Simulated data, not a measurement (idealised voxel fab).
process module | voxel transistor to metal
In the cross-section labelled cut, the width is 235 nm and each square cell is 5 nm.
In what follows, cross-sections appear as grids of square cells, described through bands that run from the top down, where every band is one or more rows of cells.
Per band: top height and bottom height in nm, followed by the left-to-right materials and their widths in nm; "all across" marks a single material spanning edge to edge, "empty" marks empty space.
All heights in this document are referenced to 0, defined as the level beneath which the wafer, as received, consists entirely of one material. The lowest band is not bounded below; it extends indefinitely downward and is written in the form "0 -> down".
The two numbers in a width such as "30->40" mark its ends across the band: the first belongs to the top row of cells, the second to the bottom row, and from each row to the next the width moves by the same amount.
The cross-section has no changed cell in any step marked "stayed the same".
For the entry "Sealed internal cavities", the listed items are empty spaces with no open way to the top whose size is 8 cells or more; each item follows the pattern width x height at distance, where distance is from the left edge and all three are in nm.
Past the settings on a step's line: simulator remark, on that step.
"overlay nm" answers the question of how far to the right of plan the mask lay on a step that has a mask, and when it is negative the answer is to the left.

# List of planned process steps
1: RECEIVE (material Si)
2: OXIDIZE (depth nm 5)
3: CONFORMAL_DEP (material SiN; thk nm 15)
4: DIRECTIONAL_DEP (material aC; thk nm 15)
5: PATTERN (tone cover; mask id ACTIVE; material resist; width nm 85; pitch nm 105; thk nm 35; overlay nm 0)
6: DIRECTIONAL_ETCH (etch materials aC; depth nm 15)
7: STRIP (etch materials resist)
8: DIRECTIONAL_ETCH (etch materials SiN; depth nm 15)
9: DIRECTIONAL_ETCH (etch materials SiO2; depth nm 5)
10: DIRECTIONAL_ETCH (etch materials Si; depth nm 30)
11: STRIP (etch materials aC)
12: OXIDIZE (depth nm 5)
13: FILL_DEP (material SiO2; thk nm 15)
14: CMP (height nm 15)
15: SELECTIVE_ETCH (etch materials SiO2; depth nm 10)
16: STRIP (etch materials SiN)
17: SELECTIVE_ETCH (etch materials SiO2; depth nm 5)
18: OXIDIZE (depth nm 5)
19: DIRECTIONAL_DEP (material polySi; thk nm 20)
20: DIRECTIONAL_DEP (material SiCN; thk nm 10)
21: DIRECTIONAL_DEP (material aC; thk nm 10)
22: PATTERN (tone cover; mask id GATE; material resist; width nm 15; pitch nm 105; thk nm 30; overlay nm 0)
23: DIRECTIONAL_ETCH (etch materials aC; depth nm 10)
24: STRIP (etch materials resist)
25: DIRECTIONAL_ETCH (etch materials SiCN; depth nm 25)
26: DIRECTIONAL_ETCH (etch materials polySi; depth nm 30)
27: STRIP (etch materials aC)
28: CONFORMAL_DEP (material SiO2; thk nm 5)
29: DIRECTIONAL_ETCH (etch materials SiO2; depth nm 5)
30: CONFORMAL_DEP (material SiN; thk nm 5)
31: DIRECTIONAL_ETCH (etch materials SiN; depth nm 5)
32: DIRECTIONAL_ETCH (etch materials SiO2; depth nm 5)
33: DIRECTIONAL_ETCH (etch materials Si; depth nm 5)
34: EPI (material SiGe; thk nm 5)
35: FILL_DEP (material SiO2; thk nm 5)
36: CMP (height nm 30)
37: DIRECTIONAL_DEP (material SiO2; thk nm 10)
38: PATTERN (tone open; mask id CONTACT; material resist; width nm 15; thk nm 15; overlay nm 0)
39: DIRECTIONAL_ETCH (etch materials SiO2; depth nm 50)
40: STRIP (etch materials resist)
41: CONFORMAL_DEP (material TiN; thk nm 5)
42: FILL_DEP (material W; thk nm 10)
43: CMP (height nm 40)
44: DIRECTIONAL_DEP (material TiN; thk nm 5)
45: DIRECTIONAL_DEP (material W; thk nm 25)
46: MASKED_ETCH (tone cover; mask id METAL_1; width nm 15; etch materials W; depth nm 25; overlay nm 0)
47: MASKED_ETCH (tone cover; mask id METAL_1; width nm 15; etch materials TiN; depth nm 5; overlay nm 0)
48: FILL_DEP (material SiO2; thk nm 10)
49: CMP (height nm 70)
50: CONFORMAL_DEP (material SiCN; thk nm 5)
51: DIRECTIONAL_DEP (material SiO2; thk nm 30)
52: PATTERN (tone open; mask id METAL_2; material resist; width nm 15; pitch nm 105; thk nm 15; overlay nm 0)
53: DIRECTIONAL_ETCH (etch materials SiO2; depth nm 15)
54: STRIP (etch materials resist)
55: PATTERN (tone open; mask id METAL_2_HOLES; material resist; width nm 15; pitch nm 105; thk nm 20; overlay nm 0)
56: DIRECTIONAL_ETCH (etch materials SiO2; depth nm 15)
57: DIRECTIONAL_ETCH (etch materials SiCN; depth nm 5)
58: STRIP (etch materials resist)
59: CONFORMAL_DEP (material TiN; thk nm 5)
60: FILL_DEP (material Ru; thk nm 5)
61: CMP (height nm 105)
62: CONFORMAL_DEP (material SiCN; thk nm 5)
The wafers in this document start out alike and differ in the thk nm applied at step 20; the plan shows the value used for the first wafer.

# Cross-sectional view of the first of several wafers in the as-received condition, corresponding to the state following step 1
* 0 -> down  Si all across
* Sealed internal cavities: none

# Gained (+) or lost (-) cells of each material since receipt, then closed voids: one row per wafer, at the end of the module
thk nm 10 | +12 Ru | -212 Si | +100 SiCN | +20 SiGe | +28 SiN | +840 SiO2 | +126 TiN | +96 W | +24 polySi | Sealed internal cavities: none
thk nm 15 | +12 Ru | -212 Si | +106 SiCN | +20 SiGe | +32 SiN | +830 SiO2 | +126 TiN | +96 W | +24 polySi | Sealed internal cavities: none
thk nm 20 | +12 Ru | -212 Si | +106 SiCN | +20 SiGe | +32 SiN | +830 SiO2 | +126 TiN | +96 W | +24 polySi | Sealed internal cavities: none
thk nm 25 | +12 Ru | -212 Si | +106 SiCN | +20 SiGe | +32 SiN | +830 SiO2 | +126 TiN | +96 W | +24 polySi | Sealed internal cavities: none
thk nm 30 | +12 Ru | -196 Si | +147 SiCN | +12 SiN | +721 SiO2 | +78 TiN | +72 W | +188 polySi | Sealed internal cavities: none
